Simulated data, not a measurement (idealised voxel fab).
Process module heading - voxel wiring stack
Cross-sectional view cut (width: 165 nm; square cell size: 5 nm).
Cross-section = grid of square cells, listed top down in bands; band = one or more rows. Read a band's entry like this: the first values are the height of its top and the height of its bottom in nm, and what follows is the sequence of materials from left to right, each with its width in nm. Note that "air" is empty space, and that a single material marked "all across" reaches across the band from edge to edge. It should be noted that heights are counted from 0, beneath which the wafer as supplied is of one material throughout, and that the lowest band possesses no lower boundary but continues downward, as written in "0..down". With a width like "30 to 40", each row of cells in the band differs from the next by the same amount, the top row carrying the first number and the bottom row the second. Given "no alteration" for a step, no cell of the cross-section differs between before and after that step. "Closed cavity list" contains a list of empty spaces, each no smaller than 8 cells and without an open way to the top, written in the form width x height at distance with the distance from the left edge and all three in nm. Read whatever lies past the settings on a step's line as the simulator's own remark about the step. overlay nm: for a step with a mask, the amount by which the mask lay right of where it was planned; a negative amount means left of it.
# Steps in the process plan
- 1: RECEIVE (material Si)
- 2: CONFORMAL_DEP (material SiO2; thk nm 10)
- 3: CONFORMAL_DEP (material SiCN; thk nm 5)
- 4: DIRECTIONAL_DEP (material lowk; thk nm 25)
- 5: PATTERN (tone open; mask id METAL_1; material resist; width nm 20; pitch nm 45; thk nm 20; overlay nm 0)
- 6: DIRECTIONAL_ETCH (etch materials lowk; depth nm 25)
- 7: DIRECTIONAL_ETCH (etch materials SiCN; depth nm 5)
- 8: STRIP (etch materials resist)
- 9: CONFORMAL_DEP (material TiN; thk nm 5)
- 10: FILL_DEP (material Ru; thk nm 5)
- 11: CMP (height nm 40)
- 12: EPI (material Ru; thk nm 5)
- 13: FILL_DEP (material SiCN; thk nm 5)
- 14: DIRECTIONAL_DEP (material SiO2; thk nm 35)
- 15: MASKED_ETCH (tone open; mask id METAL_2_HOLES; width nm 15; pitch nm 45; etch materials SiO2; depth nm 35; overlay nm 0)
- 16: MASKED_ETCH (tone open; mask id METAL_2; width nm 20; pitch nm 45; etch materials SiO2; depth nm 20; overlay nm 0)
- 17: MASKED_ETCH (tone open; mask id METAL_2; width nm 20; pitch nm 45; etch materials SiCN; depth nm 5; overlay nm 0)
- 18: CONFORMAL_DEP (material TiN; thk nm 5)
- 19: FILL_DEP (material Cu; thk nm 10)
- 20: CMP (height nm 85)
- 21: CONFORMAL_DEP (material SiN; thk nm 5)
# The cross-section here shows the wafer as received, i.e. in its state after step 1
	0..down: Si all across
	Closed cavity list: none
# End-of-module XS, first of two wafers, run as planned
	90..85: SiN all across
	85..70: SiO2 50 nm; TiN 5 nm; Cu 10 nm; TiN 5 nm; SiO2 25 nm; TiN 5 nm; Cu 10 nm; TiN 5 nm; SiO2 50 nm
	70..65: SiO2 50 nm; TiN 5 nm; Cu 5 nm; TiN 10 nm; SiO2 25 nm; TiN 5 nm; Cu 5 nm; TiN 10 nm; SiO2 50 nm
	65..50: SiO2 50 nm; TiN 5 nm; Cu 5 nm; TiN 5 nm; SiO2 30 nm; TiN 5 nm; Cu 5 nm; TiN 5 nm; SiO2 55 nm
	50..45: SiCN 50 nm; TiN 15 nm; SiCN 30 nm; TiN 15 nm; SiCN 55 nm
	45..40: SiCN 45 nm; Ru 30 nm; SiCN 15 nm; Ru 30 nm; SiCN 45 nm
	40..15: lowk 50 nm; TiN 5 nm; Ru 10 nm; TiN 5 nm; lowk 25 nm; TiN 5 nm; Ru 10 nm; TiN 5 nm; lowk 50 nm
	15..10: SiCN 50 nm; TiN 20 nm; SiCN 25 nm; TiN 20 nm; SiCN 50 nm
	10..0: SiO2 all across
	0..down: Si all across
	Closed cavity list: none
# Second of two wafers, module complete, sectioned: it shares the first wafer's start and plan but was run with one mistake
	90..85: SiN all across
	85..70: SiO2 45 nm; TiN 5 nm; Cu 20 nm; TiN 5 nm; SiO2 15 nm; TiN 5 nm; Cu 20 nm; TiN 5 nm; SiO2 45 nm
	70..65: SiO2 45 nm; TiN 10 nm; Cu 5 nm; TiN 15 nm; SiO2 15 nm; TiN 10 nm; Cu 5 nm; TiN 15 nm; SiO2 45 nm
	65..50: SiO2 50 nm; TiN 5 nm; Cu 5 nm; TiN 5 nm; SiO2 30 nm; TiN 5 nm; Cu 5 nm; TiN 5 nm; SiO2 55 nm
	50..45: SiCN 50 nm; TiN 15 nm; SiCN 30 nm; TiN 15 nm; SiCN 55 nm
	45..40: SiCN 45 nm; Ru 30 nm; SiCN 15 nm; Ru 30 nm; SiCN 45 nm
	40..15: lowk 50 nm; TiN 5 nm; Ru 10 nm; TiN 5 nm; lowk 25 nm; TiN 5 nm; Ru 10 nm; TiN 5 nm; lowk 50 nm
	15..10: SiCN 50 nm; TiN 20 nm; SiCN 25 nm; TiN 20 nm; SiCN 50 nm
	10..0: SiO2 all across
	0..down: Si all across
	Closed cavity list: none
The plan and the run diverged here: planned and actual differ for step 16; actual: MASKED_ETCH (tone open; mask id METAL_2; width nm 30; pitch nm 45; etch materials SiO2; depth nm 20; overlay nm 0)
Final comparison by cell count, materials where the second wafer has more or fewer than the first: 12 more of Cu | 16 fewer of SiO2 | 4 more of TiN
